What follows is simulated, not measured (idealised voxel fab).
process module | voxel lift off
cross-section cut | 230 nm wide | cells 5 nm
A cross-section is a grid of square cells, given in bands from the top down. A band is one or more rows of cells.
Each band's line starts with the height of the band's top and of its bottom, in nm. Then come its materials from left to right, each with its width in nm. One material with "throughout" fills the band from edge to edge. "air" is empty space.
Height 0 is the level under which the wafer as received is all one material. The lowest band goes on downwards, as in "0 down".
A width such as "30 to 40" changes by the same amount from each row of cells to the next, from the band's top row to its bottom row.
"no change" after a step means that no cell of the cross-section changed.
closed voids: empty space of 8 cells or more with no open way to the top, each as width x height at its distance from the left edge, in nm
after a step's settings: what the simulator itself notes on the step
overlay nm, on a step with a mask: how far to the right of its planned place the mask lay; to the left if negative
plan
1 op RECEIVE | material Si
2 op CONFORMAL_DEP | material SiN | thk nm 5
3 op PATTERN | tone open | mask id LINES | material resist | width nm 30 | pitch nm 55 | thk nm 15 | overlay nm 0
4 op DIRECTIONAL_DEP | material Ru | thk nm 5
5 op STRIP | etch materials resist
6 op CONFORMAL_DEP | material SiO2 | thk nm 10
varied across the wafers: thk nm of step 2. The plan shows the first wafer's value. All wafers start alike
first wafer as received, after step 1
  0 down: Si throughout
  closed voids: none
first wafer at the end, after step 6
  20 to 15: air 35 | SiO2 50 | air 5 | SiO2 50 | air 5 | SiO2 50 | air 35
  15 to 10: SiO2 throughout
  10 to 5: SiO2 45 | Ru 30 | SiO2 25 | Ru 30 | SiO2 25 | Ru 30 | SiO2 45
  5 to 0: SiN throughout
  0 down: Si throughout
  closed voids: none
last wafer at the end
  35 to 30: air 35 | SiO2 50 | air 5 | SiO2 50 | air 5 | SiO2 50 | air 35
  30 to 25: SiO2 throughout
  25 to 20: SiO2 45 | Ru 30 | SiO2 25 | Ru 30 | SiO2 25 | Ru 30 | SiO2 45
  20 to 0: SiN throughout
  0 down: Si throughout
  closed voids: none
each wafer at the end: cells of each material gained (+) or lost (-) since it was received, then its closed voids
thk nm 5 | +18 Ru | +46 SiN | +104 SiO2 | closed voids: none
thk nm 10 | +18 Ru | +92 SiN | +104 SiO2 | closed voids: none
thk nm 15 | +18 Ru | +138 SiN | +104 SiO2 | closed voids: none
thk nm 20 | +18 Ru | +184 SiN | +104 SiO2 | closed voids: none
